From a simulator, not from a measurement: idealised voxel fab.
Presented below is a process module, voxel gate over fins.
Section cut is 250 nm wide and gridded with 5 nm square cells.
A cross-section in this document is a grid of square cells, and it is written down as bands, the top band listed before the ones below it; a band is made up of one or more rows of cells. Top height, bottom height, nm. Materials left to right, width each, nm. Single material + "throughout" = fills band edge to edge. "blank" = empty. We count height from 0. Below that, the starting wafer is all one material. The lowest band never ends at the bottom but goes on down; see "0 down" for how that is written. The width entry "30..40" should be interpreted row by row: the top row of cells in the band takes the first number, the bottom row takes the second number, and the change between adjacent rows is uniform throughout. It should be understood that the words "no modifications", when stated for a given step, signify that the cross-section underwent no change in any of its cells during that step. Entry "Trapped voids". Content: empty spaces with no open connection to the top, size 8 cells or greater. Each: width x height at distance. Distance: from left edge. Unit: nm. Whatever follows a step's settings on its line is a remark the simulator itself makes about that step. overlay nm: right-of-plan distance of the mask on a masked step; negative values mean left-of-plan.
# Process steps (planned)
1) RECEIVE: material Si
2) CONFORMAL_DEP: material SiN, thk nm 5
3) MASKED_ETCH: tone cover, mask id FINS, width nm 15, pitch nm 60, etch materials SiN, depth nm 5, overlay nm 0
4) MASKED_ETCH: tone cover, mask id FINS, width nm 15, pitch nm 60, etch materials Si, depth nm 40, overlay nm 0
5) OXIDIZE: depth nm 5
6) FILL_DEP: material SiO2, thk nm 10
7) CMP: height nm 5
8) DIRECTIONAL_DEP: material aC, thk nm 10
9) PATTERN: tone open, mask id RAIL, material resist, width nm 15, thk nm 30, overlay nm 0
10) DIRECTIONAL_ETCH: etch materials aC, depth nm 10
11) STRIP: etch materials resist
12) DIRECTIONAL_ETCH: etch materials SiO2, depth nm 40
13) STRIP: etch materials aC
14) CONFORMAL_DEP: material TiN, thk nm 5
15) FILL_DEP: material W, thk nm 10
16) CMP: height nm 5
17) SELECTIVE_ETCH: etch materials W Ru TiN, depth nm 25
18) FILL_DEP: material SiO2, thk nm 5
19) CMP: height nm 5
20) SELECTIVE_ETCH: etch materials SiO2, depth nm 15
21) STRIP: etch materials SiN
22) CONFORMAL_DEP: material HfO2, thk nm 5
23) CONFORMAL_DEP: material TiN, thk nm 5
24) CONFORMAL_DEP: material TiAl, thk nm 5
25) CONFORMAL_DEP: material TiN, thk nm 5
26) FILL_DEP: material W, thk nm 10
27) CMP: height nm 25
28) CONFORMAL_DEP: material SiN, thk nm 10
# Step 1 complete: cross-section of the wafer as received
* 0 down = Si throughout
* Trapped voids: none
# Cross-sectional image of the first of two wafers at the end of the module, the run having proceeded as planned
* 35 to 25 = SiN throughout
* 25 to 20 = W throughout
* 20 to 15 = W: 40 / TiN: 45 / W: 15 / TiN: 45 / W: 15 / TiN: 45 / W: 45
* 15 to 10 = W: 40 / TiN: 5 / TiAl: 35 / TiN: 5 / W: 15 / TiN: 5 / TiAl: 35 / TiN: 5 / W: 15 / TiN: 5 / TiAl: 35 / TiN: 5 / W: 45
* 10 to 5 = TiN: 45 / TiAl: 5 / TiN: 25 / TiAl: 5 / TiN: 25 / TiAl: 5 / TiN: 25 / TiAl: 5 / TiN: 25 / TiAl: 5 / TiN: 25 / TiAl: 5 / TiN: 50
* 5 to 0 = TiAl: 50 / TiN: 5 / HfO2: 15 / TiN: 5 / TiAl: 35 / TiN: 5 / HfO2: 15 / TiN: 5 / TiAl: 35 / TiN: 5 / HfO2: 15 / TiN: 5 / TiAl: 55
* 0 to -5 = TiN: 55 / HfO2: 5 / Si: 5 / HfO2: 5 / TiN: 45 / HfO2: 5 / Si: 5 / HfO2: 5 / TiN: 45 / HfO2: 5 / Si: 5 / HfO2: 5 / TiN: 60
* -5 to -10 = HfO2: 60 / Si: 5 / HfO2: 55 / Si: 5 / HfO2: 55 / Si: 5 / HfO2: 65
* -10 to -20 = SiO2: 60 / Si: 5 / SiO2: 55 / Si: 5 / SiO2: 55 / Si: 5 / SiO2: 65
* -20 to -30 = SiO2: 60 / Si: 5 / SiO2: 20 / TiN: 5 / W: 5 / TiN: 5 / SiO2: 20 / Si: 5 / SiO2: 55 / Si: 5 / SiO2: 65
* -30 to -35 = SiO2: 60 / Si: 5 / SiO2: 20 / TiN: 15 / SiO2: 20 / Si: 5 / SiO2: 55 / Si: 5 / SiO2: 65
* -35 to -45 = SiO2: 60 / Si: 5 / SiO2: 55 / Si: 5 / SiO2: 55 / Si: 5 / SiO2: 65
* -45 down = Si throughout
* Trapped voids: none
# Cross-section of the latter of the two wafers at module completion. It had an identical start and an identical plan to the former; in running it, one mistake was made
* 35 to 25 = SiN throughout
* 25 to 20 = W throughout
* 20 to 15 = W: 35 / TiN: 45 / W: 15 / TiN: 45 / W: 15 / TiN: 45 / W: 50
* 15 to 10 = W: 35 / TiN: 5 / TiAl: 35 / TiN: 10 / W: 10 / TiN: 5 / TiAl: 35 / TiN: 10 / W: 10 / TiN: 5 / TiAl: 35 / TiN: 10 / W: 45
* 10 to 5 = TiN: 40 / TiAl: 5 / TiN: 25 / TiAl: 10 / TiN: 20 / TiAl: 5 / TiN: 25 / TiAl: 10 / TiN: 20 / TiAl: 5 / TiN: 25 / TiAl: 10 / TiN: 50
* 5 to 0 = TiAl: 45 / TiN: 5 / HfO2: 15 / TiN: 10 / TiAl: 30 / TiN: 5 / HfO2: 15 / TiN: 10 / TiAl: 30 / TiN: 5 / HfO2: 15 / TiN: 10 / TiAl: 55
* 0 to -5 = TiN: 50 / HfO2: 5 / Si: 5 / HfO2: 10 / TiN: 40 / HfO2: 5 / Si: 5 / HfO2: 10 / TiN: 40 / HfO2: 5 / Si: 5 / HfO2: 10 / TiN: 60
* -5 to -10 = HfO2: 55 / Si: 10 / HfO2: 50 / Si: 10 / HfO2: 50 / Si: 10 / HfO2: 65
* -10 to -20 = SiO2: 55 / Si: 10 / SiO2: 50 / Si: 10 / SiO2: 50 / Si: 10 / SiO2: 65
* -20 to -30 = SiO2: 55 / Si: 10 / SiO2: 20 / TiN: 5 / W: 5 / TiN: 5 / SiO2: 15 / Si: 10 / SiO2: 50 / Si: 10 / SiO2: 65
* -30 to -35 = SiO2: 55 / Si: 10 / SiO2: 20 / TiN: 15 / SiO2: 15 / Si: 10 / SiO2: 50 / Si: 10 / SiO2: 65
* -35 to -45 = SiO2: 55 / Si: 10 / SiO2: 50 / Si: 10 / SiO2: 50 / Si: 10 / SiO2: 65
* -45 down = Si throughout
* Trapped voids: none
Finding, execution versus plan: step 3 did not use the planned setting and instead ran as MASKED_ETCH: tone cover, mask id FINS, width nm 15, pitch nm 60, etch materials SiN, depth nm 5, overlay nm -5
End check, counted in cells, second wafer has more or fewer of these materials than the first: 24 more of Si; 21 fewer of SiO2; 3 fewer of W
